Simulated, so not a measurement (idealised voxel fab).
The following process module bears the name voxel spacer lines.
Square cells of 5 nm make up the cross-section cut, whose width is 250 nm.
If you're reading a cross-section in this doc, picture square cells in a grid; it comes to you as bands, top ones listed first down to the bottom, and a band can be one or more rows of cells.
Quick guide to a band line: top height, bottom height (nm) up front; then every material left to right with its width in nm. Only one material and it's marked "throughout"? Then it fills the band edge to edge. And "blank" just means empty space.
Ref level 0: as-received wafer is one material below here. Bottom band extends down with no lower bound ("z 0 and below").
The notation "30->40" denotes a width that varies across the rows of cells in the band, beginning at the first number in the top row, finishing at the second number in the bottom row, and changing by an identical amount from each row to the next.
Where the words "no alteration" appear for a step, the cross-section shows no cell changed by that step; every cell remained as before.
The entry titled "Unvented internal voids" provides the empty spaces that have no open way to the top, restricted to those of 8 cells or more. Each is presented as width x height at distance, the distance being measured from the left edge, with all three in nm.
Step line, after settings: the simulator's comment on this step.
overlay nm: mask right of planned place by this much (step with mask). Neg. = left.
# Steps in the process plan
1) RECEIVE: material Si
2) CONFORMAL_DEP: material SiO2, thk nm 10
3) DIRECTIONAL_DEP: material TiN, thk nm 15
4) DIRECTIONAL_DEP: material aC, thk nm 30
5) PATTERN: tone cover, mask id MANDREL, material resist, width nm 25, pitch nm 80, thk nm 35, overlay nm 0
6) DIRECTIONAL_ETCH: etch materials aC, depth nm 30
7) STRIP: etch materials resist
8) CONFORMAL_DEP: material SiN, thk nm 15
9) DIRECTIONAL_ETCH: etch materials SiN, depth nm 15
10) STRIP: etch materials aC
11) DIRECTIONAL_ETCH: etch materials TiN, depth nm 15
12) STRIP: etch materials SiN
# Step 1 complete: cross-section of the wafer as received
z 0 and below  Si throughout
Unvented internal voids: none
# Post-module cross-section of the first of two wafers (run per plan)
z 25 to 10  55 blank, then 15 TiN, then 25 blank, then 15 TiN, then 25 blank, then 15 TiN, then 25 blank, then 15 TiN, then 60 blank
z 10 to 0  SiO2 throughout
z 0 and below  Si throughout
Unvented internal voids: none
# Second wafer through the module, sectioned at the end: same beginning and same plan as the first wafer, with one mistake in carrying it out
z 25 to 10  60 blank, then 15 TiN, then 25 blank, then 15 TiN, then 25 blank, then 15 TiN, then 25 blank, then 15 TiN, then 55 blank
z 10 to 0  SiO2 throughout
z 0 and below  Si throughout
Unvented internal voids: none
It is concluded that the wafer was processed incorrectly with respect to the plan, in that step 5 did not happen as planned, as run it was PATTERN: tone cover, mask id MANDREL, material resist, width nm 25, pitch nm 80, thk nm 35, overlay nm 5
End check, second vs first wafer: material counts in cells match, positions do not.
